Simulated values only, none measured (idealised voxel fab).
Process module in this document: voxel double patterning
Cross-section cut spans 190 nm and uses square cells 5 nm in size.
Cross-section layout: square cells on a grid; listed as bands, top to bottom; a band spans one or more cell rows. The band entry comprises the height of the band's top followed by the height of its bottom, expressed in nm, and subsequently the band's materials from left to right, each stated together with its width in nm. Where a single material is marked with the word "everywhere", that material fills the band from edge to edge. The word "air" represents empty space. Heights are measured from 0, the level below which the as-received wafer is all one material; the lowest band has no bottom and continues downward, written as in "0 and below". Note: "30..40" means the width goes from the first number (top row of the band) to the second number (bottom row) in equal steps per row of cells. When a step is marked "no modification", none of the cells in the cross-section changed during that step. The entry titled "Enclosed void listing" provides the empty spaces that have no open way to the top, restricted to those of 8 cells or more. Each is presented as width x height at distance, the distance being measured from the left edge, with all three in nm. Formally, on a step line, whatever follows the settings is a remark that the simulator itself makes on the step. overlay nm: on a step with a mask, how far right of its planned place the mask lay; negative means left. Reading key. Pairs: pre-step and post-step cross-section, one process step apart; post-step view only to lowest changed band. Step between + settings: beneath pair. Runs: pairs may be from different runs of this module, same starting wafer. Continuation from pair above: only where "State before" entry says.

State before:
> 0 and below = Si everywhere
> Enclosed void listing: none

Resulting Cross-Section:
> 5 down to 0 = SiO2 everywhere
> No changes below 0.
> Enclosed void listing: none
Step, pre vs post cross-sections above: op CONFORMAL_DEP | material SiO2 | thk nm 5

State before: no separate figure, the pair right above already shows it after its step.

Resulting Cross-Section:
> 15 down to 5 = W everywhere
> No changes below 5.
> Enclosed void listing: none
Step, pre vs post cross-sections above: op DIRECTIONAL_DEP | material W | thk nm 10

State before: no separate figure, the pair right above already shows it after its step.

Resulting Cross-Section:
> 20 down to 15 = SiN everywhere
> No changes below 15.
> Enclosed void listing: none
Step, pre vs post cross-sections above: op DIRECTIONAL_DEP | material SiN | thk nm 5

State before: no separate figure, the pair right above already shows it after its step.

Resulting Cross-Section:
> 35 down to 20 = aC everywhere
> No changes below 20.
> Enclosed void listing: none
Step, pre vs post cross-sections above: op DIRECTIONAL_DEP | material aC | thk nm 15

State before: no separate figure, the pair right above already shows it after its step.

Resulting Cross-Section:
> 65 down to 35 = 35 nm resist  15 nm air  35 nm resist  15 nm air  35 nm resist  15 nm air  40 nm resist
> No changes below 35.
> Enclosed void listing: none
Step, pre vs post cross-sections above: op PATTERN | tone open | mask id FIRST | material resist | width nm 15 | pitch nm 50 | thk nm 30 | overlay nm 0

State before: no separate figure, the pair right above already shows it after its step.

Resulting Cross-Section:
> 50 down to 35 = 35 nm resist  15 nm air  35 nm resist  15 nm air  35 nm resist  15 nm air  40 nm resist
> 35 down to 20 = 35 nm aC  15 nm air  35 nm aC  15 nm air  35 nm aC  15 nm air  40 nm aC
> No changes below 20.
> Enclosed void listing: none
Step, pre vs post cross-sections above: op DIRECTIONAL_ETCH | etch materials aC | depth nm 15

State before: no separate figure, the pair right above already shows it after its step.

Resulting Cross-Section:
> 35 down to 20 = 35 nm aC  15 nm air  35 nm aC  15 nm air  35 nm aC  15 nm air  40 nm aC
> No changes below 20.
> Enclosed void listing: none
Step, pre vs post cross-sections above: op STRIP | etch materials resist

State before: no separate figure, the pair right above already shows it after its step.

Resulting Cross-Section:
> 35 down to 20 = 35 nm aC  15 nm air  35 nm aC  15 nm air  35 nm aC  15 nm air  40 nm aC
> 20 down to 15 = 35 nm SiN  15 nm air  35 nm SiN  15 nm air  35 nm SiN  15 nm air  40 nm SiN
> No changes below 15.
> Enclosed void listing: none
Step, pre vs post cross-sections above: op DIRECTIONAL_ETCH | etch materials SiN | depth nm 5

State before: no separate figure, the pair right above already shows it after its step.

Resulting Cross-Section:
> 20 down to 15 = 35 nm SiN  15 nm air  35 nm SiN  15 nm air  35 nm SiN  15 nm air  40 nm SiN
> No changes below 15.
> Enclosed void listing: none
Step, pre vs post cross-sections above: op STRIP | etch materials aC

State before: no separate figure, the pair right above already shows it after its step.

Resulting Cross-Section:
> 40 down to 20 = 60 nm resist  15 nm air  35 nm resist  15 nm air  65 nm resist
> 20 down to 15 = 35 nm SiN  15 nm resist  35 nm SiN  15 nm resist  35 nm SiN  15 nm resist  40 nm SiN
> No changes below 15.
> Enclosed void listing: none
Step, pre vs post cross-sections above: op PATTERN | tone open | mask id SECOND | material resist | width nm 15 | pitch nm 50 | thk nm 20 | overlay nm 0

State before: no separate figure, the pair right above already shows it after its step.

Resulting Cross-Section:
> 40 down to 20 = 60 nm resist  15 nm air  35 nm resist  15 nm air  65 nm resist
> 20 down to 15 = 35 nm SiN  15 nm resist  10 nm SiN  15 nm air  10 nm SiN  15 nm resist  10 nm SiN  15 nm air  10 nm SiN  15 nm resist  40 nm SiN
> No changes below 15.
> Enclosed void listing: none
Step, pre vs post cross-sections above: op DIRECTIONAL_ETCH | etch materials SiN | depth nm 5

State before: no separate figure, the pair right above already shows it after its step.

Resulting Cross-Section:
> 20 down to 15 = 35 nm SiN  15 nm air  10 nm SiN  15 nm air  10 nm SiN  15 nm air  10 nm SiN  15 nm air  10 nm SiN  15 nm air  40 nm SiN
> No changes below 15.
> Enclosed void listing: none
Step, pre vs post cross-sections above: op STRIP | etch materials resist

State before: no separate figure, the pair right above already shows it after its step.

Resulting Cross-Section:
> 20 down to 15 = 35 nm SiN  15 nm air  10 nm SiN  15 nm air  10 nm SiN  15 nm air  10 nm SiN  15 nm air  10 nm SiN  15 nm air  40 nm SiN
> 15 down to 5 = 35 nm W  15 nm air  10 nm W  15 nm air  10 nm W  15 nm air  10 nm W  15 nm air  10 nm W  15 nm air  40 nm W
> No changes below 5.
> Enclosed void listing: none
Step, pre vs post cross-sections above: op DIRECTIONAL_ETCH | etch materials W | depth nm 10

State before: no separate figure, the pair right above already shows it after its step.

Resulting Cross-Section:
> 15 down to 5 = 35 nm W  15 nm air  10 nm W  15 nm air  10 nm W  15 nm air  10 nm W  15 nm air  10 nm W  15 nm air  40 nm W
> No changes below 5.
> Enclosed void listing: none
Step, pre vs post cross-sections above: op STRIP | etch materials SiN

State before:
> 0 and below = Si everywhere
> Enclosed void listing: none

Resulting Cross-Section:
> 10 down to 0 = W everywhere
> No changes below 0.
> Enclosed void listing: none
Step, pre vs post cross-sections above: op DIRECTIONAL_DEP | material W | thk nm 10

State before: no separate figure, the pair right above already shows it after its step.

Resulting Cross-Section:
> 15 down to 10 = SiN everywhere
> No changes below 10.
> Enclosed void listing: none
Step, pre vs post cross-sections above: op DIRECTIONAL_DEP | material SiN | thk nm 5

State before: no separate figure, the pair right above already shows it after its step.

Resulting Cross-Section:
> 30 down to 15 = aC everywhere
> No changes below 15.
> Enclosed void listing: none
Step, pre vs post cross-sections above: op DIRECTIONAL_DEP | material aC | thk nm 15

State before: no separate figure, the pair right above already shows it after its step.

Resulting Cross-Section:
> 60 down to 30 = 35 nm resist  15 nm air  35 nm resist  15 nm air  35 nm resist  15 nm air  40 nm resist
> No changes below 30.
> Enclosed void listing: none
Step, pre vs post cross-sections above: op PATTERN | tone open | mask id FIRST | material resist | width nm 15 | pitch nm 50 | thk nm 30 | overlay nm 0

State before: no separate figure, the pair right above already shows it after its step.

Resulting Cross-Section:
> 45 down to 30 = 35 nm resist  15 nm air  35 nm resist  15 nm air  35 nm resist  15 nm air  40 nm resist
> 30 down to 15 = 35 nm aC  15 nm air  35 nm aC  15 nm air  35 nm aC  15 nm air  40 nm aC
> No changes below 15.
> Enclosed void listing: none
Step, pre vs post cross-sections above: op DIRECTIONAL_ETCH | etch materials aC | depth nm 15

State before: no separate figure, the pair right above already shows it after its step.

Resulting Cross-Section:
> 30 down to 15 = 35 nm aC  15 nm air  35 nm aC  15 nm air  35 nm aC  15 nm air  40 nm aC
> No changes below 15.
> Enclosed void listing: none
Step, pre vs post cross-sections above: op STRIP | etch materials resist

State before: no separate figure, the pair right above already shows it after its step.

Resulting Cross-Section:
> 30 down to 15 = 35 nm aC  15 nm air  35 nm aC  15 nm air  35 nm aC  15 nm air  40 nm aC
> 15 down to 10 = 35 nm SiN  15 nm air  35 nm SiN  15 nm air  35 nm SiN  15 nm air  40 nm SiN
> No changes below 10.
> Enclosed void listing: none
Step, pre vs post cross-sections above: op DIRECTIONAL_ETCH | etch materials SiN | depth nm 5

State before: no separate figure, the pair right above already shows it after its step.

Resulting Cross-Section:
> 15 down to 10 = 35 nm SiN  15 nm air  35 nm SiN  15 nm air  35 nm SiN  15 nm air  40 nm SiN
> No changes below 10.
> Enclosed void listing: none
Step, pre vs post cross-sections above: op STRIP | etch materials aC

State before: no separate figure, the pair right above already shows it after its step.

Resulting Cross-Section:
> 35 down to 15 = 60 nm resist  15 nm air  35 nm resist  15 nm air  65 nm resist
> 15 down to 10 = 35 nm SiN  15 nm resist  35 nm SiN  15 nm resist  35 nm SiN  15 nm resist  40 nm SiN
> No changes below 10.
> Enclosed void listing: none
Step, pre vs post cross-sections above: op PATTERN | tone open | mask id SECOND | material resist | width nm 15 | pitch nm 50 | thk nm 20 | overlay nm 0

State before: no separate figure, the pair right above already shows it after its step.

Resulting Cross-Section:
> 35 down to 15 = 60 nm resist  15 nm air  35 nm resist  15 nm air  65 nm resist
> 15 down to 10 = 35 nm SiN  15 nm resist  10 nm SiN  15 nm air  10 nm SiN  15 nm resist  10 nm SiN  15 nm air  10 nm SiN  15 nm resist  40 nm SiN
> No changes below 10.
> Enclosed void listing: none
Step, pre vs post cross-sections above: op DIRECTIONAL_ETCH | etch materials SiN | depth nm 5

State before: no separate figure, the pair right above already shows it after its step.

Resulting Cross-Section:
> 15 down to 10 = 35 nm SiN  15 nm air  10 nm SiN  15 nm air  10 nm SiN  15 nm air  10 nm SiN  15 nm air  10 nm SiN  15 nm air  40 nm SiN
> No changes below 10.
> Enclosed void listing: none
Step, pre vs post cross-sections above: op STRIP | etch materials resist

State before: no separate figure, the pair right above already shows it after its step.

Resulting Cross-Section:
> 15 down to 10 = 35 nm SiN  15 nm air  10 nm SiN  15 nm air  10 nm SiN  15 nm air  10 nm SiN  15 nm air  10 nm SiN  15 nm air  40 nm SiN
> 10 down to 0 = 35 nm W  15 nm air  10 nm W  15 nm air  10 nm W  15 nm air  10 nm W  15 nm air  10 nm W  15 nm air  40 nm W
> No changes below 0.
> Enclosed void listing: none
Step, pre vs post cross-sections above: op DIRECTIONAL_ETCH | etch materials W | depth nm 10

State before: no separate figure, the pair right above already shows it after its step.

Resulting Cross-Section:
> 10 down to 0 = 35 nm W  15 nm air  10 nm W  15 nm air  10 nm W  15 nm air  10 nm W  15 nm air  10 nm W  15 nm air  40 nm W
> No changes below 0.
> Enclosed void listing: none
Step, pre vs post cross-sections above: op STRIP | etch materials SiN

State before:
> 10 down to 0 = W everywhere
> 0 and below = Si everywhere
> Enclosed void listing: none

Resulting Cross-Section:
> 15 down to 10 = SiO2 everywhere
> No changes below 10.
> Enclosed void listing: none
Step, pre vs post cross-sections above: op CONFORMAL_DEP | material SiO2 | thk nm 5

State before: no separate figure, the pair right above already shows it after its step.

Resulting Cross-Section:
> 20 down to 15 = SiN everywhere
> No changes below 15.
> Enclosed void listing: none
Step, pre vs post cross-sections above: op DIRECTIONAL_DEP | material SiN | thk nm 5

State before: no separate figure, the pair right above already shows it after its step.

Resulting Cross-Section:
> 35 down to 20 = aC everywhere
> No changes below 20.
> Enclosed void listing: none
Step, pre vs post cross-sections above: op DIRECTIONAL_DEP | material aC | thk nm 15

State before: no separate figure, the pair right above already shows it after its step.

Resulting Cross-Section:
> 65 down to 35 = 35 nm resist  15 nm air  35 nm resist  15 nm air  35 nm resist  15 nm air  40 nm resist
> No changes below 35.
> Enclosed void listing: none
Step, pre vs post cross-sections above: op PATTERN | tone open | mask id FIRST | material resist | width nm 15 | pitch nm 50 | thk nm 30 | overlay nm 0

State before: no separate figure, the pair right above already shows it after its step.

Resulting Cross-Section:
> 50 down to 35 = 35 nm resist  15 nm air  35 nm resist  15 nm air  35 nm resist  15 nm air  40 nm resist
> 35 down to 20 = 35 nm aC  15 nm air  35 nm aC  15 nm air  35 nm aC  15 nm air  40 nm aC
> No changes below 20.
> Enclosed void listing: none
Step, pre vs post cross-sections above: op DIRECTIONAL_ETCH | etch materials aC | depth nm 15

State before: no separate figure, the pair right above already shows it after its step.

Resulting Cross-Section:
> 35 down to 20 = 35 nm aC  15 nm air  35 nm aC  15 nm air  35 nm aC  15 nm air  40 nm aC
> No changes below 20.
> Enclosed void listing: none
Step, pre vs post cross-sections above: op STRIP | etch materials resist

State before: no separate figure, the pair right above already shows it after its step.

Resulting Cross-Section:
> 35 down to 20 = 35 nm aC  15 nm air  35 nm aC  15 nm air  35 nm aC  15 nm air  40 nm aC
> 20 down to 15 = 35 nm SiN  15 nm air  35 nm SiN  15 nm air  35 nm SiN  15 nm air  40 nm SiN
> No changes below 15.
> Enclosed void listing: none
Step, pre vs post cross-sections above: op DIRECTIONAL_ETCH | etch materials SiN | depth nm 5

State before: no separate figure, the pair right above already shows it after its step.

Resulting Cross-Section:
> 20 down to 15 = 35 nm SiN  15 nm air  35 nm SiN  15 nm air  35 nm SiN  15 nm air  40 nm SiN
> No changes below 15.
> Enclosed void listing: none
Step, pre vs post cross-sections above: op STRIP | etch materials aC

State before: no separate figure, the pair right above already shows it after its step.

Resulting Cross-Section:
> 40 down to 20 = 60 nm resist  15 nm air  35 nm resist  15 nm air  65 nm resist
> 20 down to 15 = 35 nm SiN  15 nm resist  35 nm SiN  15 nm resist  35 nm SiN  15 nm resist  40 nm SiN
> No changes below 15.
> Enclosed void listing: none
Step, pre vs post cross-sections above: op PATTERN | tone open | mask id SECOND | material resist | width nm 15 | pitch nm 50 | thk nm 20 | overlay nm 0

State before: no separate figure, the pair right above already shows it after its step.

Resulting Cross-Section:
> 40 down to 20 = 60 nm resist  15 nm air  35 nm resist  15 nm air  65 nm resist
> 20 down to 15 = 35 nm SiN  15 nm resist  10 nm SiN  15 nm air  10 nm SiN  15 nm resist  10 nm SiN  15 nm air  10 nm SiN  15 nm resist  40 nm SiN
> No changes below 15.
> Enclosed void listing: none
Step, pre vs post cross-sections above: op DIRECTIONAL_ETCH | etch materials SiN | depth nm 5

State before: no separate figure, the pair right above already shows it after its step.

Resulting Cross-Section:
> 20 down to 15 = 35 nm SiN  15 nm air  10 nm SiN  15 nm air  10 nm SiN  15 nm air  10 nm SiN  15 nm air  10 nm SiN  15 nm air  40 nm SiN
> No changes below 15.
> Enclosed void listing: none
Step, pre vs post cross-sections above: op STRIP | etch materials resist

State before: no separate figure, the pair right above already shows it after its step.

Resulting Cross-Section:
> 15 down to 10 = SiO2 everywhere
> No changes below 10.
> Enclosed void listing: none
Step, pre vs post cross-sections above: op STRIP | etch materials SiN

State before:
> 0 and below = Si everywhere
> Enclosed void listing: none

Resulting Cross-Section:
> 15 down to 0 = SiO2 everywhere
> No changes below 0.
> Enclosed void listing: none
Step, pre vs post cross-sections above: op CONFORMAL_DEP | material SiO2 | thk nm 15

State before: no separate figure, the pair right above already shows it after its step.

Resulting Cross-Section:
> 25 down to 15 = W everywhere
> No changes below 15.
> Enclosed void listing: none
Step, pre vs post cross-sections above: op DIRECTIONAL_DEP | material W | thk nm 10

State before: no separate figure, the pair right above already shows it after its step.

Resulting Cross-Section:
> 30 down to 25 = SiN everywhere
> No changes below 25.
> Enclosed void listing: none
Step, pre vs post cross-sections above: op DIRECTIONAL_DEP | material SiN | thk nm 5

State before: no separate figure, the pair right above already shows it after its step.

Resulting Cross-Section:
> 45 down to 30 = aC everywhere
> No changes below 30.
> Enclosed void listing: none
Step, pre vs post cross-sections above: op DIRECTIONAL_DEP | material aC | thk nm 15

State before: no separate figure, the pair right above already shows it after its step.

Resulting Cross-Section:
> 75 down to 45 = 35 nm resist  15 nm air  35 nm resist  15 nm air  35 nm resist  15 nm air  40 nm resist
> No changes below 45.
> Enclosed void listing: none
Step, pre vs post cross-sections above: op PATTERN | tone open | mask id FIRST | material resist | width nm 15 | pitch nm 50 | thk nm 30 | overlay nm 0

State before: no separate figure, the pair right above already shows it after its step.

Resulting Cross-Section:
> 60 down to 45 = 35 nm resist  15 nm air  35 nm resist  15 nm air  35 nm resist  15 nm air  40 nm resist
> 45 down to 30 = 35 nm aC  15 nm air  35 nm aC  15 nm air  35 nm aC  15 nm air  40 nm aC
> No changes below 30.
> Enclosed void listing: none
Step, pre vs post cross-sections above: op DIRECTIONAL_ETCH | etch materials aC | depth nm 15

State before: no separate figure, the pair right above already shows it after its step.

Resulting Cross-Section:
> 45 down to 30 = 35 nm aC  15 nm air  35 nm aC  15 nm air  35 nm aC  15 nm air  40 nm aC
> No changes below 30.
> Enclosed void listing: none
Step, pre vs post cross-sections above: op STRIP | etch materials resist

State before: no separate figure, the pair right above already shows it after its step.

Resulting Cross-Section:
> 45 down to 30 = 35 nm aC  15 nm air  35 nm aC  15 nm air  35 nm aC  15 nm air  40 nm aC
> 30 down to 25 = 35 nm SiN  15 nm air  35 nm SiN  15 nm air  35 nm SiN  15 nm air  40 nm SiN
> No changes below 25.
> Enclosed void listing: none
Step, pre vs post cross-sections above: op DIRECTIONAL_ETCH | etch materials SiN | depth nm 5

State before: no separate figure, the pair right above already shows it after its step.

Resulting Cross-Section:
> 30 down to 25 = 35 nm SiN  15 nm air  35 nm SiN  15 nm air  35 nm SiN  15 nm air  40 nm SiN
> No changes below 25.
> Enclosed void listing: none
Step, pre vs post cross-sections above: op STRIP | etch materials aC

State before: no separate figure, the pair right above already shows it after its step.

Resulting Cross-Section:
> 50 down to 30 = 60 nm resist  15 nm air  35 nm resist  15 nm air  65 nm resist
> 30 down to 25 = 35 nm SiN  15 nm resist  35 nm SiN  15 nm resist  35 nm SiN  15 nm resist  40 nm SiN
> No changes below 25.
> Enclosed void listing: none
Step, pre vs post cross-sections above: op PATTERN | tone open | mask id SECOND | material resist | width nm 15 | pitch nm 50 | thk nm 20 | overlay nm 0

State before: no separate figure, the pair right above already shows it after its step.

Resulting Cross-Section:
> 50 down to 30 = 60 nm resist  15 nm air  35 nm resist  15 nm air  65 nm resist
> 30 down to 25 = 35 nm SiN  15 nm resist  10 nm SiN  15 nm air  10 nm SiN  15 nm resist  10 nm SiN  15 nm air  10 nm SiN  15 nm resist  40 nm SiN
> No changes below 25.
> Enclosed void listing: none
Step, pre vs post cross-sections above: op DIRECTIONAL_ETCH | etch materials SiN | depth nm 5

State before: no separate figure, the pair right above already shows it after its step.

Resulting Cross-Section:
> 30 down to 25 = 35 nm SiN  15 nm air  10 nm SiN  15 nm air  10 nm SiN  15 nm air  10 nm SiN  15 nm air  10 nm SiN  15 nm air  40 nm SiN
> No changes below 25.
> Enclosed void listing: none
Step, pre vs post cross-sections above: op STRIP | etch materials resist

State before: no separate figure, the pair right above already shows it after its step.

Resulting Cross-Section:
> 30 down to 25 = 35 nm SiN  15 nm air  10 nm SiN  15 nm air  10 nm SiN  15 nm air  10 nm SiN  15 nm air  10 nm SiN  15 nm air  40 nm SiN
> 25 down to 15 = 35 nm W  15 nm air  10 nm W  15 nm air  10 nm W  15 nm air  10 nm W  15 nm air  10 nm W  15 nm air  40 nm W
> No changes below 15.
> Enclosed void listing: none
Step, pre vs post cross-sections above: op DIRECTIONAL_ETCH | etch materials W | depth nm 10

State before: no separate figure, the pair right above already shows it after its step.

Resulting Cross-Section:
> 25 down to 15 = 35 nm W  15 nm air  10 nm W  15 nm air  10 nm W  15 nm air  10 nm W  15 nm air  10 nm W  15 nm air  40 nm W
> No changes below 15.
> Enclosed void listing: none
Step, pre vs post cross-sections above: op STRIP | etch materials SiN

State before:
> 20 down to 15 = 35 nm SiN  15 nm air  35 nm SiN  15 nm air  35 nm SiN  15 nm air  40 nm SiN
> 15 down to 5 = W everywhere
> 5 down to 0 = SiO2 everywhere
> 0 and below = Si everywhere
> Enclosed void listing: none

Resulting Cross-Section:
> 40 down to 20 = 55 nm resist  25 nm air  25 nm resist  25 nm air  60 nm resist
> 20 down to 15 = 35 nm SiN  15 nm resist  35 nm SiN  15 nm resist  35 nm SiN  15 nm resist  40 nm SiN
> No changes below 15.
> Enclosed void listing: none
Step, pre vs post cross-sections above: op PATTERN | tone open | mask id SECOND | material resist | width nm 25 | pitch nm 50 | thk nm 20 | overlay nm 0

State before: no separate figure, the pair right above already shows it after its step.

Resulting Cross-Section:
> 40 down to 20 = 55 nm resist  25 nm air  25 nm resist  25 nm air  60 nm resist
> 20 down to 15 = 35 nm SiN  15 nm resist  5 nm SiN  25 nm air  5 nm SiN  15 nm resist  5 nm SiN  25 nm air  5 nm SiN  15 nm resist  40 nm SiN
> No changes below 15.
> Enclosed void listing: none
Step, pre vs post cross-sections above: op DIRECTIONAL_ETCH | etch materials SiN | depth nm 5

State before: no separate figure, the pair right above already shows it after its step.

Resulting Cross-Section:
> 20 down to 15 = 35 nm SiN  15 nm air  5 nm SiN  25 nm air  5 nm SiN  15 nm air  5 nm SiN  25 nm air  5 nm SiN  15 nm air  40 nm SiN
> No changes below 15.
> Enclosed void listing: none
Step, pre vs post cross-sections above: op STRIP | etch materials resist

State before: no separate figure, the pair right above already shows it after its step.

Resulting Cross-Section:
> 20 down to 15 = 35 nm SiN  15 nm air  5 nm SiN  25 nm air  5 nm SiN  15 nm air  5 nm SiN  25 nm air  5 nm SiN  15 nm air  40 nm SiN
> 15 down to 5 = 35 nm W  15 nm air  5 nm W  25 nm air  5 nm W  15 nm air  5 nm W  25 nm air  5 nm W  15 nm air  40 nm W
> No changes below 5.
> Enclosed void listing: none
Step, pre vs post cross-sections above: op DIRECTIONAL_ETCH | etch materials W | depth nm 10

State before: no separate figure, the pair right above already shows it after its step.

Resulting Cross-Section:
> 15 down to 5 = 35 nm W  15 nm air  5 nm W  25 nm air  5 nm W  15 nm air  5 nm W  25 nm air  5 nm W  15 nm air  40 nm W
> No changes below 5.
> Enclosed void listing: none
Step, pre vs post cross-sections above: op STRIP | etch materials SiN

State before:
> 20 down to 15 = 35 nm SiN  15 nm air  35 nm SiN  15 nm air  35 nm SiN  15 nm air  40 nm SiN
> 15 down to 5 = W everywhere
> 5 down to 0 = SiO2 everywhere
> 0 and below = Si everywhere
> Enclosed void listing: none

Resulting Cross-Section:
> 40 down to 20 = 55 nm resist  15 nm air  35 nm resist  15 nm air  70 nm resist
> 20 down to 15 = 35 nm SiN  15 nm resist  35 nm SiN  15 nm resist  35 nm SiN  15 nm resist  40 nm SiN
> No changes below 15.
> Enclosed void listing: none
Step, pre vs post cross-sections above: op PATTERN | tone open | mask id SECOND | material resist | width nm 15 | pitch nm 50 | thk nm 20 | overlay nm -5

State before: no separate figure, the pair right above already shows it after its step.

Resulting Cross-Section:
> 40 down to 20 = 55 nm resist  15 nm air  35 nm resist  15 nm air  70 nm resist
> 20 down to 15 = 35 nm SiN  15 nm resist  5 nm SiN  15 nm air  15 nm SiN  15 nm resist  5 nm SiN  15 nm air  15 nm SiN  15 nm resist  40 nm SiN
> No changes below 15.
> Enclosed void listing: none
Step, pre vs post cross-sections above: op DIRECTIONAL_ETCH | etch materials SiN | depth nm 5

State before: no separate figure, the pair right above already shows it after its step.

Resulting Cross-Section:
> 20 down to 15 = 35 nm SiN  15 nm air  5 nm SiN  15 nm air  15 nm SiN  15 nm air  5 nm SiN  15 nm air  15 nm SiN  15 nm air  40 nm SiN
> No changes below 15.
> Enclosed void listing: none
Step, pre vs post cross-sections above: op STRIP | etch materials resist

State before: no separate figure, the pair right above already shows it after its step.

Resulting Cross-Section:
> 20 down to 15 = 35 nm SiN  15 nm air  5 nm SiN  15 nm air  15 nm SiN  15 nm air  5 nm SiN  15 nm air  15 nm SiN  15 nm air  40 nm SiN
> 15 down to 5 = 35 nm W  15 nm air  5 nm W  15 nm air  15 nm W  15 nm air  5 nm W  15 nm air  15 nm W  15 nm air  40 nm W
> No changes below 5.
> Enclosed void listing: none
Step, pre vs post cross-sections above: op DIRECTIONAL_ETCH | etch materials W | depth nm 10

State before: no separate figure, the pair right above already shows it after its step.

Resulting Cross-Section:
> 15 down to 5 = 35 nm W  15 nm air  5 nm W  15 nm air  15 nm W  15 nm air  5 nm W  15 nm air  15 nm W  15 nm air  40 nm W
> No changes below 5.
> Enclosed void listing: none
Step, pre vs post cross-sections above: op STRIP | etch materials SiN

State before:
> 0 and below = Si everywhere
> Enclosed void listing: none

Resulting Cross-Section:
> 5 down to 0 = W everywhere
> No changes below 0.
> Enclosed void listing: none
Step, pre vs post cross-sections above: op CONFORMAL_DEP | material W | thk nm 5

State before: no separate figure, the pair right above already shows it after its step.

Resulting Cross-Section:
> 15 down to 0 = W everywhere
> No changes below 0.
> Enclosed void listing: none
Step, pre vs post cross-sections above: op DIRECTIONAL_DEP | material W | thk nm 10

State before: no separate figure, the pair right above already shows it after its step.

Resulting Cross-Section:
> 20 down to 15 = SiN everywhere
> No changes below 15.
> Enclosed void listing: none
Step, pre vs post cross-sections above: op DIRECTIONAL_DEP | material SiN | thk nm 5

State before: no separate figure, the pair right above already shows it after its step.

Resulting Cross-Section:
> 35 down to 20 = aC everywhere
> No changes below 20.
> Enclosed void listing: none
Step, pre vs post cross-sections above: op DIRECTIONAL_DEP | material aC | thk nm 15

State before: no separate figure, the pair right above already shows it after its step.

Resulting Cross-Section:
> 65 down to 35 = 35 nm resist  15 nm air  35 nm resist  15 nm air  35 nm resist  15 nm air  40 nm resist
> No changes below 35.
> Enclosed void listing: none
Step, pre vs post cross-sections above: op PATTERN | tone open | mask id FIRST | material resist | width nm 15 | pitch nm 50 | thk nm 30 | overlay nm 0

State before: no separate figure, the pair right above already shows it after its step.

Resulting Cross-Section:
> 50 down to 35 = 35 nm resist  15 nm air  35 nm resist  15 nm air  35 nm resist  15 nm air  40 nm resist
> 35 down to 20 = 35 nm aC  15 nm air  35 nm aC  15 nm air  35 nm aC  15 nm air  40 nm aC
> No changes below 20.
> Enclosed void listing: none
Step, pre vs post cross-sections above: op DIRECTIONAL_ETCH | etch materials aC | depth nm 15

State before: no separate figure, the pair right above already shows it after its step.

Resulting Cross-Section:
> 35 down to 20 = 35 nm aC  15 nm air  35 nm aC  15 nm air  35 nm aC  15 nm air  40 nm aC
> No changes below 20.
> Enclosed void listing: none
Step, pre vs post cross-sections above: op STRIP | etch materials resist

State before: no separate figure, the pair right above already shows it after its step.

Resulting Cross-Section:
> 35 down to 20 = 35 nm aC  15 nm air  35 nm aC  15 nm air  35 nm aC  15 nm air  40 nm aC
> 20 down to 15 = 35 nm SiN  15 nm air  35 nm SiN  15 nm air  35 nm SiN  15 nm air  40 nm SiN
> No changes below 15.
> Enclosed void listing: none
Step, pre vs post cross-sections above: op DIRECTIONAL_ETCH | etch materials SiN | depth nm 5

State before: no separate figure, the pair right above already shows it after its step.

Resulting Cross-Section:
> 20 down to 15 = 35 nm SiN  15 nm air  35 nm SiN  15 nm air  35 nm SiN  15 nm air  40 nm SiN
> No changes below 15.
> Enclosed void listing: none
Step, pre vs post cross-sections above: op STRIP | etch materials aC

State before: no separate figure, the pair right above already shows it after its step.

Resulting Cross-Section:
> 40 down to 20 = 60 nm resist  15 nm air  35 nm resist  15 nm air  65 nm resist
> 20 down to 15 = 35 nm SiN  15 nm resist  35 nm SiN  15 nm resist  35 nm SiN  15 nm resist  40 nm SiN
> No changes below 15.
> Enclosed void listing: none
Step, pre vs post cross-sections above: op PATTERN | tone open | mask id SECOND | material resist | width nm 15 | pitch nm 50 | thk nm 20 | overlay nm 0

State before: no separate figure, the pair right above already shows it after its step.

Resulting Cross-Section:
> 40 down to 20 = 60 nm resist  15 nm air  35 nm resist  15 nm air  65 nm resist
> 20 down to 15 = 35 nm SiN  15 nm resist  10 nm SiN  15 nm air  10 nm SiN  15 nm resist  10 nm SiN  15 nm air  10 nm SiN  15 nm resist  40 nm SiN
> No changes below 15.
> Enclosed void listing: none
Step, pre vs post cross-sections above: op DIRECTIONAL_ETCH | etch materials SiN | depth nm 5

State before: no separate figure, the pair right above already shows it after its step.

Resulting Cross-Section:
> 20 down to 15 = 35 nm SiN  15 nm air  10 nm SiN  15 nm air  10 nm SiN  15 nm air  10 nm SiN  15 nm air  10 nm SiN  15 nm air  40 nm SiN
> No changes below 15.
> Enclosed void listing: none
Step, pre vs post cross-sections above: op STRIP | etch materials resist

State before: no separate figure, the pair right above already shows it after its step.

Resulting Cross-Section:
> 20 down to 15 = 35 nm SiN  15 nm air  10 nm SiN  15 nm air  10 nm SiN  15 nm air  10 nm SiN  15 nm air  10 nm SiN  15 nm air  40 nm SiN
> 15 down to 5 = 35 nm W  15 nm air  10 nm W  15 nm air  10 nm W  15 nm air  10 nm W  15 nm air  10 nm W  15 nm air  40 nm W
> No changes below 5.
> Enclosed void listing: none
Step, pre vs post cross-sections above: op DIRECTIONAL_ETCH | etch materials W | depth nm 10

State before: no separate figure, the pair right above already shows it after its step.

Resulting Cross-Section:
> 15 down to 5 = 35 nm W  15 nm air  10 nm W  15 nm air  10 nm W  15 nm air  10 nm W  15 nm air  10 nm W  15 nm air  40 nm W
> No changes below 5.
> Enclosed void listing: none
Step, pre vs post cross-sections above: op STRIP | etch materials SiN

State before:
> 20 down to 15 = 35 nm SiN  15 nm air  35 nm SiN  15 nm air  35 nm SiN  15 nm air  40 nm SiN
> 15 down to 5 = W everywhere
> 5 down to 0 = SiO2 everywhere
> 0 and below = Si everywhere
> Enclosed void listing: none

Resulting Cross-Section:
> 40 down to 20 = 60 nm air  15 nm resist  35 nm air  15 nm resist  65 nm air
> No changes below 20.
> Enclosed void listing: none
Step, pre vs post cross-sections above: op PATTERN | tone cover | mask id SECOND | material resist | width nm 15 | pitch nm 50 | thk nm 20 | overlay nm 0

State before: no separate figure, the pair right above already shows it after its step.

Resulting Cross-Section:
> 40 down to 20 = 60 nm air  15 nm resist  35 nm air  15 nm resist  65 nm air
> 20 down to 15 = 60 nm air  15 nm SiN  35 nm air  15 nm SiN  65 nm air
> No changes below 15.
> Enclosed void listing: none
Step, pre vs post cross-sections above: op DIRECTIONAL_ETCH | etch materials SiN | depth nm 5

State before: no separate figure, the pair right above already shows it after its step.

Resulting Cross-Section:
> 20 down to 15 = 60 nm air  15 nm SiN  35 nm air  15 nm SiN  65 nm air
> No changes below 15.
> Enclosed void listing: none
Step, pre vs post cross-sections above: op STRIP | etch materials resist
